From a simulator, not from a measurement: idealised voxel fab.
Documented hereafter: the process module known as voxel transistor to metal.
This is section cut - it's 210 nm across, gridded in 5 nm square cells.
In this document a cross-section is written as a grid of square cells. It is given as a series of bands, listed from the top down, and a band is one or more rows of cells.
First you get the band's top height and its bottom height, in nm, and then the materials it's made of, left to right, with each width in nm. If you see a single material with "all across", that one covers the band edge to edge. "blank" is empty space.
The level at which height equals 0 is the one under which the wafer, as it arrives, is entirely one material. No lower edge exists for the bottom band, which continues downward and is notated as in "0 down".
It should be noted that a width expressed as "30->40" varies in equal increments from row to row of cells within the band, taking the value of the first number at the top row and that of the second number at the bottom row.
When a step is marked "remained unchanged", none of the cells in the cross-section changed during that step.
"Voids, fully enclosed" means: voids of 8 cells or more that are shut off from the top with no open way through. Written width x height at distance, distance from the left edge, in nm.
Read whatever lies past the settings on a step's line as the simulator's own remark about the step.
"overlay nm" denotes, for a step that has a mask, the displacement of the mask to the right of its planned place, with negative values corresponding to the left.
Here's what the planned process steps look like:
1) RECEIVE with material Si
2) OXIDIZE with depth nm 5
3) CONFORMAL_DEP with material SiN, thk nm 10
4) DIRECTIONAL_DEP with material aC, thk nm 10
5) PATTERN with tone cover, mask id ACTIVE, material resist, width nm 85, thk nm 30, overlay nm 0
6) DIRECTIONAL_ETCH with etch materials aC, depth nm 10
7) STRIP with etch materials resist
8) DIRECTIONAL_ETCH with etch materials SiN, depth nm 10
9) DIRECTIONAL_ETCH with etch materials SiO2, depth nm 5
10) DIRECTIONAL_ETCH with etch materials Si, depth nm 25
11) STRIP with etch materials aC
12) OXIDIZE with depth nm 5
13) FILL_DEP with material SiO2, thk nm 15
14) CMP with height nm 10
15) SELECTIVE_ETCH with etch materials SiO2, depth nm 5
16) STRIP with etch materials SiN
17) SELECTIVE_ETCH with etch materials SiO2, depth nm 5
18) OXIDIZE with depth nm 5
19) DIRECTIONAL_DEP with material polySi, thk nm 25
20) DIRECTIONAL_DEP with material SiCN, thk nm 10
21) DIRECTIONAL_DEP with material aC, thk nm 15
22) PATTERN with tone cover, mask id GATE, material resist, width nm 15, thk nm 35, overlay nm 0
23) DIRECTIONAL_ETCH with etch materials aC, depth nm 15
24) STRIP with etch materials resist
25) DIRECTIONAL_ETCH with etch materials SiCN, depth nm 20
26) DIRECTIONAL_ETCH with etch materials polySi, depth nm 35
27) STRIP with etch materials aC
28) CONFORMAL_DEP with material SiO2, thk nm 5
29) DIRECTIONAL_ETCH with etch materials SiO2, depth nm 5
30) CONFORMAL_DEP with material SiN, thk nm 5
31) DIRECTIONAL_ETCH with etch materials SiN, depth nm 5
32) DIRECTIONAL_ETCH with etch materials SiO2, depth nm 5
33) EPI with material pSi, thk nm 5
34) FILL_DEP with material SiO2, thk nm 10
35) CMP with height nm 30
36) DIRECTIONAL_DEP with material SiO2, thk nm 15
37) PATTERN with tone open, mask id CONTACT, material resist, width nm 25, pitch nm 50, thk nm 20, overlay nm 0
38) DIRECTIONAL_ETCH with etch materials SiO2, depth nm 50
39) STRIP with etch materials resist
40) CONFORMAL_DEP with material TiN, thk nm 5
41) FILL_DEP with material W, thk nm 5
42) CMP with height nm 45
43) CONFORMAL_DEP with material SiN, thk nm 5
44) DIRECTIONAL_DEP with material lowk, thk nm 25
45) DIRECTIONAL_DEP with material aC, thk nm 10
46) PATTERN with tone open, mask id METAL_1, material resist, width nm 15, pitch nm 60, thk nm 25, overlay nm 0
47) DIRECTIONAL_ETCH with etch materials aC, depth nm 10
48) STRIP with etch materials resist
49) DIRECTIONAL_ETCH with etch materials lowk, depth nm 25
50) DIRECTIONAL_ETCH with etch materials SiN, depth nm 5
51) STRIP with etch materials aC
52) CONFORMAL_DEP with material TiN, thk nm 5
53) FILL_DEP with material W, thk nm 10
54) CMP with height nm 75
55) CONFORMAL_DEP with material SiCN, thk nm 5
56) DIRECTIONAL_DEP with material lowk, thk nm 35
57) PATTERN with tone open, mask id METAL_2, material resist, width nm 15, pitch nm 60, thk nm 20, overlay nm 0
58) DIRECTIONAL_ETCH with etch materials lowk, depth nm 20
59) STRIP with etch materials resist
60) PATTERN with tone open, mask id METAL_2_HOLES, material resist, width nm 15, pitch nm 60, thk nm 15, overlay nm 0
61) DIRECTIONAL_ETCH with etch materials lowk, depth nm 15
62) DIRECTIONAL_ETCH with etch materials SiCN, depth nm 5
63) STRIP with etch materials resist
64) CONFORMAL_DEP with material TiN, thk nm 5
65) FILL_DEP with material Cu, thk nm 5
66) CMP with height nm 115
67) CONFORMAL_DEP with material SiN, thk nm 5
First wafer, two in total, run as planned:
Here's what the wafer looked like in cross-section when it arrived - that's after step 1:
0 down  Si all across
Voids, fully enclosed: none
Cross-section: wafer state after step 2:
0 to -5  SiO2 all across
No changes below -5.
Cross-section: wafer state after step 3:
10 to 0  SiN all across
No changes below 0.
Cross-section: wafer state after step 4:
20 to 10  aC all across
No changes below 10.
Cross-section: wafer state after step 5:
50 to 20  blank: 60  resist: 85  blank: 65
No changes below 20.
Cross-section: wafer state after step 6:
40 to 20  blank: 60  resist: 85  blank: 65
20 to 10  blank: 60  aC: 85  blank: 65
No changes below 10.
Cross-section: wafer state after step 7:
20 to 10  blank: 60  aC: 85  blank: 65
No changes below 10.
Cross-section: wafer state after step 8:
20 to 10  blank: 60  aC: 85  blank: 65
10 to 0  blank: 60  SiN: 85  blank: 65
No changes below 0.
Cross-section: wafer state after step 9:
20 to 10  blank: 60  aC: 85  blank: 65
10 to 0  blank: 60  SiN: 85  blank: 65
0 to -5  blank: 60  SiO2: 85  blank: 65
No changes below -5.
Cross-section: wafer state after step 10:
20 to 10  blank: 60  aC: 85  blank: 65
10 to 0  blank: 60  SiN: 85  blank: 65
0 to -5  blank: 60  SiO2: 85  blank: 65
-5 to -30  blank: 60  Si: 85  blank: 65
No changes below -30.
Cross-section: wafer state after step 11:
10 to 0  blank: 60  SiN: 85  blank: 65
No changes below 0.
Cross-section: wafer state after step 12:
10 to 0  blank: 60  SiN: 85  blank: 65
0 to -5  blank: 60  SiO2: 85  blank: 65
-5 to -30  blank: 60  SiO2: 5  Si: 75  SiO2: 5  blank: 65
-30 to -35  SiO2: 65  Si: 75  SiO2: 70
No changes below -35.
Cross-section: wafer state after step 13:
25 to 10  SiO2 all across
10 to 0  SiO2: 60  SiN: 85  SiO2: 65
0 to -5  SiO2 all across
-5 to -35  SiO2: 65  Si: 75  SiO2: 70
No changes below -35.
Cross-section: wafer state after step 14:
10 to 0  SiO2: 60  SiN: 85  SiO2: 65
No changes below 0.
Cross-section: wafer state after step 15:
10 to 5  blank: 60  SiN: 85  blank: 65
No changes below 5.
Cross-section: wafer state after step 16:
5 to 0  SiO2: 60  blank: 85  SiO2: 65
No changes below 0.
Cross-section: wafer state after step 17:
0 to -5  SiO2: 55  blank: 95  SiO2: 60
No changes below -5.
Cross-section: wafer state after step 18:
0 to -5  SiO2: 55  blank: 95  SiO2: 60
-5 to -10  SiO2 all across
No changes below -10.
Cross-section: wafer state after step 19:
25 to 20  polySi: 55  blank: 95  polySi: 60
20 to 0  polySi all across
0 to -5  SiO2: 55  polySi: 95  SiO2: 60
No changes below -5.
Cross-section: wafer state after step 20:
35 to 30  SiCN: 55  blank: 95  SiCN: 60
30 to 25  SiCN all across
25 to 20  polySi: 55  SiCN: 95  polySi: 60
No changes below 20.
Cross-section: wafer state after step 21:
50 to 45  aC: 55  blank: 95  aC: 60
45 to 35  aC all across
35 to 30  SiCN: 55  aC: 95  SiCN: 60
No changes below 30.
Cross-section: wafer state after step 22:
85 to 50  blank: 95  resist: 15  blank: 100
50 to 45  aC: 55  blank: 40  resist: 15  blank: 40  aC: 60
No changes below 45.
Cross-section: wafer state after step 23:
70 to 45  blank: 95  resist: 15  blank: 100
45 to 35  blank: 95  aC: 15  blank: 100
35 to 30  SiCN: 55  blank: 40  aC: 15  blank: 40  SiCN: 60
No changes below 30.
Cross-section: wafer state after step 24:
45 to 35  blank: 95  aC: 15  blank: 100
No changes below 35.
Cross-section: wafer state after step 25:
45 to 30  blank: 95  aC: 15  blank: 100
30 to 25  blank: 95  SiCN: 15  blank: 100
25 to 20  polySi: 55  blank: 40  SiCN: 15  blank: 40  polySi: 60
No changes below 20.
Cross-section: wafer state after step 26:
45 to 30  blank: 95  aC: 15  blank: 100
30 to 20  blank: 95  SiCN: 15  blank: 100
20 to 0  blank: 95  polySi: 15  blank: 100
0 to -5  SiO2: 55  blank: 40  polySi: 15  blank: 40  SiO2: 60
No changes below -5.
Cross-section: wafer state after step 27:
30 to 20  blank: 95  SiCN: 15  blank: 100
No changes below 20.
Cross-section: wafer state after step 28:
35 to 30  blank: 90  SiO2: 25  blank: 95
30 to 20  blank: 90  SiO2: 5  SiCN: 15  SiO2: 5  blank: 95
20 to 5  blank: 90  SiO2: 5  polySi: 15  SiO2: 5  blank: 95
5 to 0  SiO2: 60  blank: 30  SiO2: 5  polySi: 15  SiO2: 5  blank: 30  SiO2: 65
0 to -5  SiO2: 95  polySi: 15  SiO2: 100
No changes below -5.
Cross-section: wafer state after step 29:
30 to 20  blank: 90  SiO2: 5  SiCN: 15  SiO2: 5  blank: 95
20 to 0  blank: 90  SiO2: 5  polySi: 15  SiO2: 5  blank: 95
0 to -5  SiO2: 60  blank: 30  SiO2: 5  polySi: 15  SiO2: 5  blank: 30  SiO2: 65
No changes below -5.
Cross-section: wafer state after step 30:
35 to 30  blank: 85  SiN: 35  blank: 90
30 to 20  blank: 85  SiN: 5  SiO2: 5  SiCN: 15  SiO2: 5  SiN: 5  blank: 90
20 to 5  blank: 85  SiN: 5  SiO2: 5  polySi: 15  SiO2: 5  SiN: 5  blank: 90
5 to 0  SiN: 65  blank: 20  SiN: 5  SiO2: 5  polySi: 15  SiO2: 5  SiN: 5  blank: 20  SiN: 70
0 to -5  SiO2: 60  SiN: 30  SiO2: 5  polySi: 15  SiO2: 5  SiN: 30  SiO2: 65
No changes below -5.
Cross-section: wafer state after step 31:
30 to 20  blank: 85  SiN: 5  SiO2: 5  SiCN: 15  SiO2: 5  SiN: 5  blank: 90
20 to 0  blank: 85  SiN: 5  SiO2: 5  polySi: 15  SiO2: 5  SiN: 5  blank: 90
0 to -5  SiO2: 60  SiN: 5  blank: 20  SiN: 5  SiO2: 5  polySi: 15  SiO2: 5  SiN: 5  blank: 20  SiN: 5  SiO2: 65
No changes below -5.
Cross-section: wafer state after step 32:
30 to 25  blank: 85  SiN: 5  blank: 5  SiCN: 15  blank: 5  SiN: 5  blank: 90
25 to 20  blank: 85  SiN: 5  SiO2: 5  SiCN: 15  SiO2: 5  SiN: 5  blank: 90
20 to 0  blank: 85  SiN: 5  SiO2: 5  polySi: 15  SiO2: 5  SiN: 5  blank: 90
0 to -5  blank: 60  SiN: 5  blank: 20  SiN: 5  SiO2: 5  polySi: 15  SiO2: 5  SiN: 5  blank: 20  SiN: 5  blank: 65
-5 to -10  SiO2: 65  blank: 20  SiO2: 35  blank: 20  SiO2: 70
No changes below -10.
Cross-section: wafer state after step 33:
30 to 25  blank: 85  SiN: 5  blank: 5  SiCN: 15  blank: 5  SiN: 5  blank: 90
25 to 20  blank: 85  SiN: 5  SiO2: 5  SiCN: 15  SiO2: 5  SiN: 5  blank: 90
20 to 0  blank: 85  SiN: 5  SiO2: 5  polySi: 15  SiO2: 5  SiN: 5  blank: 90
0 to -5  blank: 60  SiN: 5  blank: 20  SiN: 5  SiO2: 5  polySi: 15  SiO2: 5  SiN: 5  blank: 20  SiN: 5  blank: 65
-5 to -10  SiO2: 65  pSi: 20  SiO2: 35  pSi: 20  SiO2: 70
No changes below -10.
Cross-section: wafer state after step 34:
40 to 30  SiO2 all across
30 to 20  SiO2: 85  SiN: 5  SiO2: 5  SiCN: 15  SiO2: 5  SiN: 5  SiO2: 90
20 to 0  SiO2: 85  SiN: 5  SiO2: 5  polySi: 15  SiO2: 5  SiN: 5  SiO2: 90
0 to -5  SiO2: 60  SiN: 5  SiO2: 20  SiN: 5  SiO2: 5  polySi: 15  SiO2: 5  SiN: 5  SiO2: 20  SiN: 5  SiO2: 65
No changes below -5.
Cross-section: wafer state after step 35:
30 to 20  SiO2: 85  SiN: 5  SiO2: 5  SiCN: 15  SiO2: 5  SiN: 5  SiO2: 90
No changes below 20.
Cross-section: wafer state after step 36:
45 to 30  SiO2 all across
No changes below 30.
Cross-section: wafer state after step 37:
65 to 45  resist: 65  blank: 25  resist: 25  blank: 25  resist: 70
No changes below 45.
Cross-section: wafer state after step 38:
65 to 45  resist: 65  blank: 25  resist: 25  blank: 25  resist: 70
45 to 30  SiO2: 65  blank: 25  SiO2: 25  blank: 25  SiO2: 70
30 to 20  SiO2: 65  blank: 20  SiN: 5  SiO2: 5  SiCN: 15  SiO2: 5  SiN: 5  blank: 20  SiO2: 70
20 to 0  SiO2: 65  blank: 20  SiN: 5  SiO2: 5  polySi: 15  SiO2: 5  SiN: 5  blank: 20  SiO2: 70
0 to -5  SiO2: 60  SiN: 5  blank: 20  SiN: 5  SiO2: 5  polySi: 15  SiO2: 5  SiN: 5  blank: 20  SiN: 5  SiO2: 65
No changes below -5.
Cross-section: wafer state after step 39:
45 to 30  SiO2: 65  blank: 25  SiO2: 25  blank: 25  SiO2: 70
No changes below 30.
Cross-section: wafer state after step 40:
50 to 45  TiN: 70  blank: 15  TiN: 35  blank: 15  TiN: 75
45 to 35  SiO2: 65  TiN: 5  blank: 15  TiN: 5  SiO2: 25  TiN: 5  blank: 15  TiN: 5  SiO2: 70
35 to 30  SiO2: 65  TiN: 5  blank: 10  TiN: 10  SiO2: 25  TiN: 10  blank: 10  TiN: 5  SiO2: 70
30 to 20  SiO2: 65  TiN: 5  blank: 10  TiN: 5  SiN: 5  SiO2: 5  SiCN: 15  SiO2: 5  SiN: 5  TiN: 5  blank: 10  TiN: 5  SiO2: 70
20 to 0  SiO2: 65  TiN: 5  blank: 10  TiN: 5  SiN: 5  SiO2: 5  polySi: 15  SiO2: 5  SiN: 5  TiN: 5  blank: 10  TiN: 5  SiO2: 70
0 to -5  SiO2: 60  SiN: 5  TiN: 20  SiN: 5  SiO2: 5  polySi: 15  SiO2: 5  SiN: 5  TiN: 20  SiN: 5  SiO2: 65
No changes below -5.
Cross-section: wafer state after step 41:
55 to 50  W all across
50 to 45  TiN: 70  W: 15  TiN: 35  W: 15  TiN: 75
45 to 35  SiO2: 65  TiN: 5  W: 15  TiN: 5  SiO2: 25  TiN: 5  W: 15  TiN: 5  SiO2: 70
35 to 30  SiO2: 65  TiN: 5  W: 10  TiN: 10  SiO2: 25  TiN: 10  W: 10  TiN: 5  SiO2: 70
30 to 20  SiO2: 65  TiN: 5  W: 10  TiN: 5  SiN: 5  SiO2: 5  SiCN: 15  SiO2: 5  SiN: 5  TiN: 5  W: 10  TiN: 5  SiO2: 70
20 to 0  SiO2: 65  TiN: 5  W: 10  TiN: 5  SiN: 5  SiO2: 5  polySi: 15  SiO2: 5  SiN: 5  TiN: 5  W: 10  TiN: 5  SiO2: 70
No changes below 0.
Cross-section: wafer state after step 42:
45 to 35  SiO2: 65  TiN: 5  W: 15  TiN: 5  SiO2: 25  TiN: 5  W: 15  TiN: 5  SiO2: 70
No changes below 35.
Cross-section: wafer state after step 43:
50 to 45  SiN all across
No changes below 45.
Cross-section: wafer state after step 44:
75 to 50  lowk all across
No changes below 50.
Cross-section: wafer state after step 45:
85 to 75  aC all across
No changes below 75.
Cross-section: wafer state after step 46:
110 to 85  resist: 65  blank: 15  resist: 45  blank: 15  resist: 70
No changes below 85.
Cross-section: wafer state after step 47:
100 to 85  resist: 65  blank: 15  resist: 45  blank: 15  resist: 70
85 to 75  aC: 65  blank: 15  aC: 45  blank: 15  aC: 70
No changes below 75.
Cross-section: wafer state after step 48:
85 to 75  aC: 65  blank: 15  aC: 45  blank: 15  aC: 70
No changes below 75.
Cross-section: wafer state after step 49:
85 to 75  aC: 65  blank: 15  aC: 45  blank: 15  aC: 70
75 to 50  lowk: 65  blank: 15  lowk: 45  blank: 15  lowk: 70
No changes below 50.
Cross-section: wafer state after step 50:
85 to 75  aC: 65  blank: 15  aC: 45  blank: 15  aC: 70
75 to 50  lowk: 65  blank: 15  lowk: 45  blank: 15  lowk: 70
50 to 45  SiN: 65  blank: 15  SiN: 45  blank: 15  SiN: 70
No changes below 45.
Cross-section: wafer state after step 51:
75 to 50  lowk: 65  blank: 15  lowk: 45  blank: 15  lowk: 70
No changes below 50.
Cross-section: wafer state after step 52:
80 to 75  TiN: 70  blank: 5  TiN: 55  blank: 5  TiN: 75
75 to 50  lowk: 65  TiN: 5  blank: 5  TiN: 5  lowk: 45  TiN: 5  blank: 5  TiN: 5  lowk: 70
50 to 45  SiN: 65  TiN: 15  SiN: 45  TiN: 15  SiN: 70
No changes below 45.
Cross-section: wafer state after step 53:
90 to 80  W all across
80 to 75  TiN: 70  W: 5  TiN: 55  W: 5  TiN: 75
75 to 50  lowk: 65  TiN: 5  W: 5  TiN: 5  lowk: 45  TiN: 5  W: 5  TiN: 5  lowk: 70
No changes below 50.
Cross-section: wafer state after step 54:
75 to 50  lowk: 65  TiN: 5  W: 5  TiN: 5  lowk: 45  TiN: 5  W: 5  TiN: 5  lowk: 70
No changes below 50.
Cross-section: wafer state after step 55:
80 to 75  SiCN all across
No changes below 75.
Cross-section: wafer state after step 56:
115 to 80  lowk all across
No changes below 80.
Cross-section: wafer state after step 57:
135 to 115  resist: 65  blank: 15  resist: 45  blank: 15  resist: 70
No changes below 115.
Cross-section: wafer state after step 58:
135 to 115  resist: 65  blank: 15  resist: 45  blank: 15  resist: 70
115 to 95  lowk: 65  blank: 15  lowk: 45  blank: 15  lowk: 70
No changes below 95.
Cross-section: wafer state after step 59:
115 to 95  lowk: 65  blank: 15  lowk: 45  blank: 15  lowk: 70
No changes below 95.
Cross-section: wafer state after step 60:
130 to 115  resist: 65  blank: 15  resist: 45  blank: 15  resist: 70
No changes below 115.
Cross-section: wafer state after step 61:
130 to 115  resist: 65  blank: 15  resist: 45  blank: 15  resist: 70
115 to 80  lowk: 65  blank: 15  lowk: 45  blank: 15  lowk: 70
No changes below 80.
Cross-section: wafer state after step 62:
130 to 115  resist: 65  blank: 15  resist: 45  blank: 15  resist: 70
115 to 80  lowk: 65  blank: 15  lowk: 45  blank: 15  lowk: 70
80 to 75  SiCN: 65  blank: 15  SiCN: 45  blank: 15  SiCN: 70
No changes below 75.
Cross-section: wafer state after step 63:
115 to 80  lowk: 65  blank: 15  lowk: 45  blank: 15  lowk: 70
No changes below 80.
Cross-section: wafer state after step 64:
120 to 115  TiN: 70  blank: 5  TiN: 55  blank: 5  TiN: 75
115 to 80  lowk: 65  TiN: 5  blank: 5  TiN: 5  lowk: 45  TiN: 5  blank: 5  TiN: 5  lowk: 70
80 to 75  SiCN: 65  TiN: 15  SiCN: 45  TiN: 15  SiCN: 70
No changes below 75.
Cross-section: wafer state after step 65:
125 to 120  Cu all across
120 to 115  TiN: 70  Cu: 5  TiN: 55  Cu: 5  TiN: 75
115 to 80  lowk: 65  TiN: 5  Cu: 5  TiN: 5  lowk: 45  TiN: 5  Cu: 5  TiN: 5  lowk: 70
No changes below 80.
Cross-section: wafer state after step 66:
115 to 80  lowk: 65  TiN: 5  Cu: 5  TiN: 5  lowk: 45  TiN: 5  Cu: 5  TiN: 5  lowk: 70
No changes below 80.
Cross-section: wafer state after step 67:
120 to 115  SiN all across
No changes below 115.
Regarding the second of the two wafers: it shared the first wafer's starting condition and process plan, yet one error occurred during its execution. Its history coincides with that of the first wafer up to and including step 36:
Cross-sectional view of the second wafer at the intended end time of process step 37:
65 to 45  resist: 65  blank: 30  resist: 20  blank: 30  resist: 65
No changes below 45.
Cross-sectional view of the second wafer at the intended end time of process step 38:
65 to 45  resist: 65  blank: 30  resist: 20  blank: 30  resist: 65
45 to 30  SiO2: 65  blank: 30  SiO2: 20  blank: 30  SiO2: 65
30 to 20  SiO2: 65  blank: 20  SiN: 5  blank: 5  SiCN: 15  SiO2: 5  SiN: 5  blank: 25  SiO2: 65
20 to 0  SiO2: 65  blank: 20  SiN: 5  blank: 5  polySi: 15  SiO2: 5  SiN: 5  blank: 25  SiO2: 65
0 to -5  SiO2: 60  SiN: 5  blank: 20  SiN: 5  blank: 5  polySi: 15  SiO2: 5  SiN: 5  blank: 20  SiN: 5  SiO2: 65
No changes below -5.
Cross-sectional view of the second wafer at the intended end time of process step 39:
45 to 30  SiO2: 65  blank: 30  SiO2: 20  blank: 30  SiO2: 65
No changes below 30.
Cross-sectional view of the second wafer at the intended end time of process step 40:
50 to 45  TiN: 70  blank: 20  TiN: 30  blank: 20  TiN: 70
45 to 35  SiO2: 65  TiN: 5  blank: 20  TiN: 5  SiO2: 20  TiN: 5  blank: 20  TiN: 5  SiO2: 65
35 to 30  SiO2: 65  TiN: 5  blank: 10  TiN: 15  SiO2: 20  TiN: 10  blank: 15  TiN: 5  SiO2: 65
30 to 20  SiO2: 65  TiN: 5  blank: 10  TiN: 5  SiN: 5  TiN: 5  SiCN: 15  SiO2: 5  SiN: 5  TiN: 5  blank: 15  TiN: 5  SiO2: 65
20 to 5  SiO2: 65  TiN: 5  blank: 10  TiN: 5  SiN: 5  TiN: 5  polySi: 15  SiO2: 5  SiN: 5  TiN: 5  blank: 15  TiN: 5  SiO2: 65
5 to 0  SiO2: 65  TiN: 5  blank: 10  TiN: 5  SiN: 5  TiN: 5  polySi: 15  SiO2: 5  SiN: 5  TiN: 5  blank: 10  TiN: 10  SiO2: 65
0 to -5  SiO2: 60  SiN: 5  TiN: 20  SiN: 5  TiN: 5  polySi: 15  SiO2: 5  SiN: 5  TiN: 20  SiN: 5  SiO2: 65
No changes below -5.
Cross-sectional view of the second wafer at the intended end time of process step 41:
55 to 50  W all across
50 to 45  TiN: 70  W: 20  TiN: 30  W: 20  TiN: 70
45 to 35  SiO2: 65  TiN: 5  W: 20  TiN: 5  SiO2: 20  TiN: 5  W: 20  TiN: 5  SiO2: 65
35 to 30  SiO2: 65  TiN: 5  W: 10  TiN: 15  SiO2: 20  TiN: 10  W: 15  TiN: 5  SiO2: 65
30 to 20  SiO2: 65  TiN: 5  W: 10  TiN: 5  SiN: 5  TiN: 5  SiCN: 15  SiO2: 5  SiN: 5  TiN: 5  W: 15  TiN: 5  SiO2: 65
20 to 5  SiO2: 65  TiN: 5  W: 10  TiN: 5  SiN: 5  TiN: 5  polySi: 15  SiO2: 5  SiN: 5  TiN: 5  W: 15  TiN: 5  SiO2: 65
5 to 0  SiO2: 65  TiN: 5  W: 10  TiN: 5  SiN: 5  TiN: 5  polySi: 15  SiO2: 5  SiN: 5  TiN: 5  W: 10  TiN: 10  SiO2: 65
No changes below 0.
Cross-sectional view of the second wafer at the intended end time of process step 42:
45 to 35  SiO2: 65  TiN: 5  W: 20  TiN: 5  SiO2: 20  TiN: 5  W: 20  TiN: 5  SiO2: 65
No changes below 35.
Cross-sectional view of the second wafer at the intended end time of process step 43:
50 to 45  SiN all across
No changes below 45.
Cross-sectional view of the second wafer at the intended end time of process step 44:
75 to 50  lowk all across
No changes below 50.
Cross-sectional view of the second wafer at the intended end time of process step 45:
85 to 75  aC all across
No changes below 75.
Cross-sectional view of the second wafer at the intended end time of process step 46:
110 to 85  resist: 65  blank: 15  resist: 45  blank: 15  resist: 70
No changes below 85.
Cross-sectional view of the second wafer at the intended end time of process step 47:
100 to 85  resist: 65  blank: 15  resist: 45  blank: 15  resist: 70
85 to 75  aC: 65  blank: 15  aC: 45  blank: 15  aC: 70
No changes below 75.
Cross-sectional view of the second wafer at the intended end time of process step 48:
85 to 75  aC: 65  blank: 15  aC: 45  blank: 15  aC: 70
No changes below 75.
Cross-sectional view of the second wafer at the intended end time of process step 49:
85 to 75  aC: 65  blank: 15  aC: 45  blank: 15  aC: 70
75 to 50  lowk: 65  blank: 15  lowk: 45  blank: 15  lowk: 70
No changes below 50.
Cross-sectional view of the second wafer at the intended end time of process step 50:
85 to 75  aC: 65  blank: 15  aC: 45  blank: 15  aC: 70
75 to 50  lowk: 65  blank: 15  lowk: 45  blank: 15  lowk: 70
50 to 45  SiN: 65  blank: 15  SiN: 45  blank: 15  SiN: 70
No changes below 45.
Cross-sectional view of the second wafer at the intended end time of process step 51:
75 to 50  lowk: 65  blank: 15  lowk: 45  blank: 15  lowk: 70
No changes below 50.
Cross-sectional view of the second wafer at the intended end time of process step 52:
80 to 75  TiN: 70  blank: 5  TiN: 55  blank: 5  TiN: 75
75 to 50  lowk: 65  TiN: 5  blank: 5  TiN: 5  lowk: 45  TiN: 5  blank: 5  TiN: 5  lowk: 70
50 to 45  SiN: 65  TiN: 15  SiN: 45  TiN: 15  SiN: 70
No changes below 45.
Cross-sectional view of the second wafer at the intended end time of process step 53:
90 to 80  W all across
80 to 75  TiN: 70  W: 5  TiN: 55  W: 5  TiN: 75
75 to 50  lowk: 65  TiN: 5  W: 5  TiN: 5  lowk: 45  TiN: 5  W: 5  TiN: 5  lowk: 70
No changes below 50.
Cross-sectional view of the second wafer at the intended end time of process step 54:
75 to 50  lowk: 65  TiN: 5  W: 5  TiN: 5  lowk: 45  TiN: 5  W: 5  TiN: 5  lowk: 70
No changes below 50.
Cross-sectional view of the second wafer at the intended end time of process step 55:
80 to 75  SiCN all across
No changes below 75.
Cross-sectional view of the second wafer at the intended end time of process step 56:
115 to 80  lowk all across
No changes below 80.
Cross-sectional view of the second wafer at the intended end time of process step 57:
135 to 115  resist: 65  blank: 15  resist: 45  blank: 15  resist: 70
No changes below 115.
Cross-sectional view of the second wafer at the intended end time of process step 58:
135 to 115  resist: 65  blank: 15  resist: 45  blank: 15  resist: 70
115 to 95  lowk: 65  blank: 15  lowk: 45  blank: 15  lowk: 70
No changes below 95.
Cross-sectional view of the second wafer at the intended end time of process step 59:
115 to 95  lowk: 65  blank: 15  lowk: 45  blank: 15  lowk: 70
No changes below 95.
Cross-sectional view of the second wafer at the intended end time of process step 60:
130 to 115  resist: 65  blank: 15  resist: 45  blank: 15  resist: 70
No changes below 115.
Cross-sectional view of the second wafer at the intended end time of process step 61:
130 to 115  resist: 65  blank: 15  resist: 45  blank: 15  resist: 70
115 to 80  lowk: 65  blank: 15  lowk: 45  blank: 15  lowk: 70
No changes below 80.
Cross-sectional view of the second wafer at the intended end time of process step 62:
130 to 115  resist: 65  blank: 15  resist: 45  blank: 15  resist: 70
115 to 80  lowk: 65  blank: 15  lowk: 45  blank: 15  lowk: 70
80 to 75  SiCN: 65  blank: 15  SiCN: 45  blank: 15  SiCN: 70
No changes below 75.
Cross-sectional view of the second wafer at the intended end time of process step 63:
115 to 80  lowk: 65  blank: 15  lowk: 45  blank: 15  lowk: 70
No changes below 80.
Cross-sectional view of the second wafer at the intended end time of process step 64:
120 to 115  TiN: 70  blank: 5  TiN: 55  blank: 5  TiN: 75
115 to 80  lowk: 65  TiN: 5  blank: 5  TiN: 5  lowk: 45  TiN: 5  blank: 5  TiN: 5  lowk: 70
80 to 75  SiCN: 65  TiN: 15  SiCN: 45  TiN: 15  SiCN: 70
No changes below 75.
Cross-sectional view of the second wafer at the intended end time of process step 65:
125 to 120  Cu all across
120 to 115  TiN: 70  Cu: 5  TiN: 55  Cu: 5  TiN: 75
115 to 80  lowk: 65  TiN: 5  Cu: 5  TiN: 5  lowk: 45  TiN: 5  Cu: 5  TiN: 5  lowk: 70
No changes below 80.
Cross-sectional view of the second wafer at the intended end time of process step 66:
115 to 80  lowk: 65  TiN: 5  Cu: 5  TiN: 5  lowk: 45  TiN: 5  Cu: 5  TiN: 5  lowk: 70
No changes below 80.
Cross-sectional view of the second wafer at the intended end time of process step 67:
120 to 115  SiN all across
No changes below 115.
What broke from the plan during processing? step 37 ran as: PATTERN with tone open, mask id CONTACT, material resist, width nm 30, pitch nm 50, thk nm 20, overlay nm 0
Final difference in cells, second wafer against first, listed per material as more or fewer: SiO2: 19 fewer, TiN: 9 more, W: 10 more
